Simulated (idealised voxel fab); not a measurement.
This section sets out a process module, namely voxel capacitor over wiring.
Each square cell in cross-section cut measures 5 nm, and the section as a whole is 220 nm wide.
Cross-section = grid of square cells, listed top down in bands; band = one or more rows. A band entry consists of two parts. The first gives the height of the band's top and the height of its bottom, in nm. The rest lists the band's materials from left to right, each with its width in nm. A single material labelled with the word "everywhere" fills the band from edge to edge, and the word "empty" marks empty space. All heights in this document are referenced to 0, defined as the level beneath which the wafer, as received, consists entirely of one material. The lowest band is not bounded below; it extends indefinitely downward and is written in the form "0 down". Think of "30->40" as a width that walks from the first number to the second as you go down the band, top row to bottom row, taking equal-sized steps from row to row. "no modifications" after a step means that no cell of the cross-section changed. "Cavities, sealed" lists enclosed empty spaces (at least 8 cells, no open path upward to the top), each as width x height at distance from the left edge, in nm. Text after the settings on a step's line: the simulator's own remark on that step. A step's line can hold "overlay nm"; with a mask on that step, the setting says how far right of the planned place the mask lay, while a negative setting says it lay to the left. If you're wondering how to read the rest of this, here's the deal. It's pairs of cross-sections: one from before a process step, one from after it. The after one is only drawn as far down as the lowest band that changed. Right under each pair you'll see which step sits between them and what its settings were. Don't read the pairs as one continuous story, though. They can come from different runs of this module on the same starting wafer, and a pair only carries on from the one above it where its entry headed "Pre-process state" says so.
# Pre-process state
	90 to 75: resist 75 nm; empty 15 nm; resist 130 nm
	75 to 60: SiO2 everywhere
	60 to 55: SiO2 80 nm; TiN 45 nm; SiO2 95 nm
	55 to 50: SiO2 80 nm; Al2O3 45 nm; SiO2 95 nm
	50 to 45: SiO2 60 nm; TiN 5 nm; SiO2 15 nm; TiN 50 nm; SiO2 90 nm
	45 to 40: lowk 65 nm; TiN 15 nm; lowk 140 nm
	40 to 35: lowk 65 nm; Al2O3 15 nm; lowk 140 nm
	35 to 30: SiCN 65 nm; TiN 15 nm; SiCN 140 nm
	30 to 15: W 45 nm; TiN 5 nm; lowk 30 nm; TiN 5 nm; W 45 nm; TiN 5 nm; lowk 30 nm; TiN 5 nm; W 50 nm
	15 to 10: TiN 50 nm; SiCN 30 nm; TiN 55 nm; SiCN 30 nm; TiN 55 nm
	10 to 0: SiO2 everywhere
	0 down: Si everywhere
	Cavities, sealed: none
# Step Result
	90 to 75: resist 75 nm; empty 15 nm; resist 130 nm
	75 to 60: SiO2 75 nm; empty 15 nm; SiO2 130 nm
	At heights below 60, the structure remains unaltered.
	Cavities, sealed: none
Going from the before section above to the after section, the step was DIRECTIONAL_ETCH [etch materials SiO2] [depth nm 15]
Pre-process state: This step starts from the configuration shown after the step in the pair immediately above.
# Step Result
	75 to 60: SiO2 75 nm; empty 15 nm; SiO2 130 nm
	At heights below 60, the structure remains unaltered.
	Cavities, sealed: none
Going from the before section above to the after section, the step was STRIP [etch materials resist]
Pre-process state: This step starts from the configuration shown after the step in the pair immediately above.
# Step Result
	80 to 75: TiN 80 nm; empty 5 nm; TiN 135 nm
	75 to 65: SiO2 75 nm; TiN 5 nm; empty 5 nm; TiN 5 nm; SiO2 130 nm
	65 to 55: SiO2 75->80 nm; TiN 15->45 nm; SiO2 130->95 nm
	At heights below 55, the structure remains unaltered.
	Cavities, sealed: none
Going from the before section above to the after section, the step was CONFORMAL_DEP [material TiN] [thk nm 5]
Pre-process state: This step starts from the configuration shown after the step in the pair immediately above.
# Step Result
	90 to 80: Cu everywhere
	80 to 75: TiN 80 nm; Cu 5 nm; TiN 135 nm
	75 to 65: SiO2 75 nm; TiN 5 nm; Cu 5 nm; TiN 5 nm; SiO2 130 nm
	At heights below 65, the structure remains unaltered.
	Cavities, sealed: none
Going from the before section above to the after section, the step was FILL_DEP [material Cu] [thk nm 10]
Pre-process state: This step starts from the configuration shown after the step in the pair immediately above.
# Step Result
	75 to 65: SiO2 75 nm; TiN 5 nm; Cu 5 nm; TiN 5 nm; SiO2 130 nm
	At heights below 65, the structure remains unaltered.
	Cavities, sealed: none
Going from the before section above to the after section, the step was CMP [height nm 75]
Pre-process state: This step starts from the configuration shown after the step in the pair immediately above.
# Step Result
	80 to 75: SiN everywhere
	At heights below 75, the structure remains unaltered.
	Cavities, sealed: none
Going from the before section above to the after section, the step was CONFORMAL_DEP [material SiN] [thk nm 5]
